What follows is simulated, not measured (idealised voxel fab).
The process module that follows is named voxel gate over fins.
For reference, the cross-section in this document is cut, with width 275 nm and square cells of 5 nm.
In what follows, cross-sections appear as grids of square cells, described through bands that run from the top down, where every band is one or more rows of cells.
Per band: top height and bottom height in nm, followed by the left-to-right materials and their widths in nm; "everywhere" marks a single material spanning edge to edge, "empty" marks empty space.
Heights from 0 (as-received wafer is one material below). Bottom band endless downward, as "top 0, no bottom".
Per-row width for "30 to 40": begins at first number (top row of band), ends at second number (bottom row), increment between rows held constant.
"nothing got changed" for a step: no cell of the cross-section changed in that step.
The entry titled "Enclosed void catalog" provides the empty spaces that have no open way to the top, restricted to those of 8 cells or more. Each is presented as width x height at distance, the distance being measured from the left edge, with all three in nm.
If you see something after the settings on a step's line, that's the simulator's own remark about that step.
For masked steps, "overlay nm" on the step line gives how far right of plan the mask actually lay; a minus sign means it lay to the left.
These are the steps we planned for the process
| 1 | RECEIVE, material Si |
| 2 | CONFORMAL_DEP, material SiN, thk nm 10 |
| 3 | MASKED_ETCH, tone cover, mask id FINS, width nm 15, pitch nm 40, etch materials SiN, depth nm 10, overlay nm 0 |
| 4 | MASKED_ETCH, tone cover, mask id FINS, width nm 15, pitch nm 40, etch materials Si, depth nm 30, overlay nm 0 |
| 5 | OXIDIZE, depth nm 5 |
| 6 | FILL_DEP, material SiO2, thk nm 10 |
| 7 | CMP, height nm 10 |
| 8 | SELECTIVE_ETCH, etch materials SiO2, depth nm 25 |
| 9 | STRIP, etch materials SiN |
| 10 | CONFORMAL_DEP, material HfO2, thk nm 5 |
| 11 | CONFORMAL_DEP, material TiN, thk nm 5 |
| 12 | FILL_DEP, material W, thk nm 10 |
| 13 | CMP, height nm 15 |
| 14 | CONFORMAL_DEP, material SiCN, thk nm 10 |
As received (post step 1): cross-section
> top 0, no bottom  Si everywhere
> Enclosed void catalog: none
Module complete - cross-section of the first of two wafers, run according to plan
> top 25, bottom 15  SiCN everywhere
> top 15, bottom 10  W everywhere
> top 10, bottom 5  W 105; TiN 25; W 15; TiN 25; W 105
> top 5, bottom 0  W 105; TiN 5; HfO2 15; TiN 5; W 15; TiN 5; HfO2 15; TiN 5; W 105
> top 0, bottom -5  W 105; TiN 5; HfO2 5; Si 5; HfO2 5; TiN 5; W 15; TiN 5; HfO2 5; Si 5; HfO2 5; TiN 5; W 105
> top -5, bottom -10  TiN 110; HfO2 5; Si 5; HfO2 5; TiN 25; HfO2 5; Si 5; HfO2 5; TiN 110
> top -10, bottom -15  HfO2 115; Si 5; HfO2 35; Si 5; HfO2 115
> top -15, bottom -35  SiO2 115; Si 5; SiO2 35; Si 5; SiO2 115
> top -35, no bottom  Si everywhere
> Enclosed void catalog: none
Second wafer at the end: like start, like plan, one mistake
> top 25, bottom 15  SiCN everywhere
> top 15, bottom 10  W everywhere
> top 10, bottom 5  W 100; TiN 35; W 5; TiN 35; W 100
> top 5, bottom 0  W 100; TiN 5; HfO2 25; TiN 5; W 5; TiN 5; HfO2 25; TiN 5; W 100
> top 0, bottom -5  W 100; TiN 5; HfO2 5; Si 15; HfO2 5; TiN 5; W 5; TiN 5; HfO2 5; Si 15; HfO2 5; TiN 5; W 100
> top -5, bottom -10  TiN 105; HfO2 5; Si 15; HfO2 5; TiN 15; HfO2 5; Si 15; HfO2 5; TiN 105
> top -10, bottom -15  HfO2 110; Si 15; HfO2 25; Si 15; HfO2 110
> top -15, bottom -35  SiO2 110; Si 15; SiO2 25; Si 15; SiO2 110
> top -35, no bottom  Si everywhere
> Enclosed void catalog: none
So what did we get wrong on this run? step 3 ran with different settings than intended, the actual operation and settings being MASKED_ETCH, tone cover, mask id FINS, width nm 25, pitch nm 40, etch materials SiN, depth nm 10, overlay nm 0
Looking at both finished wafers in cells, the second ends up ahead of or behind the first on some materials: 28 more of Si; 16 fewer of SiO2; 12 fewer of W
